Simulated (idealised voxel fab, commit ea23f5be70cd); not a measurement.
process module | voxel air gaps
cross-section cut | 300 nm wide | cells 5 nm
A cross-section is a grid of square cells, given in bands from the top down. A band is one or more rows of cells.
Each band's line starts with the height of the band's top and of its bottom, in nm. Then come its materials from left to right, each with its width in nm. One material with "throughout" fills the band from edge to edge. "air" is empty space.
Height 0 is the level under which the wafer as received is all one material. The lowest band goes on downwards, as in "0 down".
A width such as "30 to 40" changes by the same amount from each row of cells to the next, from the band's top row to its bottom row.
"no change" after a step means that no cell of the cross-section changed.
closed voids: empty space of 8 cells or more with no open way to the top, each as width x height at its distance from the left edge, in nm
after a step's settings: what the simulator itself notes on the step
overlay nm, on a step with a mask: how far to the right of its planned place the mask lay; to the left if negative
plan
1 op RECEIVE | material Si
2 op CONFORMAL_DEP | material SiO2 | thk nm 15
3 op CONFORMAL_DEP | material SiN | thk nm 5
4 op DIRECTIONAL_DEP | material lowk | thk nm 30
5 op MASKED_ETCH | tone open | mask id LINES | width nm 25 | pitch nm 55 | etch materials lowk | depth nm 30 | overlay nm 0
6 op CONFORMAL_DEP | material TiN | thk nm 5
7 op FILL_DEP | material Ru | thk nm 5
8 op CMP | height nm 50
9 op EPI | material Ru | thk nm 10
10 op SELECTIVE_ETCH | etch materials lowk | depth nm 40
11 op CONFORMAL_DEP | material SiN | thk nm 5
as received, after step 1
  0 down: Si throughout
  closed voids: none
a wafer at the end: this start, this plan, one mistake
  65 to 60: air 70 | SiN 165 | air 65
  60 to 50: air 70 | SiN 5 | Ru 45 | SiN 10 | Ru 45 | SiN 10 | Ru 45 | SiN 5 | air 65
  50 to 45: air 70 | SiN 15 | TiN 5 | Ru 15 | TiN 5 | SiN 30 | TiN 5 | Ru 15 | TiN 5 | SiN 30 | TiN 5 | Ru 15 | TiN 5 | SiN 15 | air 65
  45 to 25: air 80 | SiN 5 | TiN 5 | Ru 15 | TiN 5 | SiN 5 | air 20 | SiN 5 | TiN 5 | Ru 15 | TiN 5 | SiN 5 | air 20 | SiN 5 | TiN 5 | Ru 15 | TiN 5 | SiN 5 | air 75
  25 to 20: SiN 85 | TiN 25 | SiN 30 | TiN 25 | SiN 30 | TiN 25 | SiN 80
  20 to 15: SiN throughout
  15 to 0: SiO2 throughout
  0 down: Si throughout
  closed voids: 20 x 20 at 115; 20 x 20 at 170
what went wrong: step 5 ran as: op MASKED_ETCH | tone open | mask id LINES | width nm 25 | pitch nm 55 | etch materials lowk | depth nm 30 | overlay nm 5
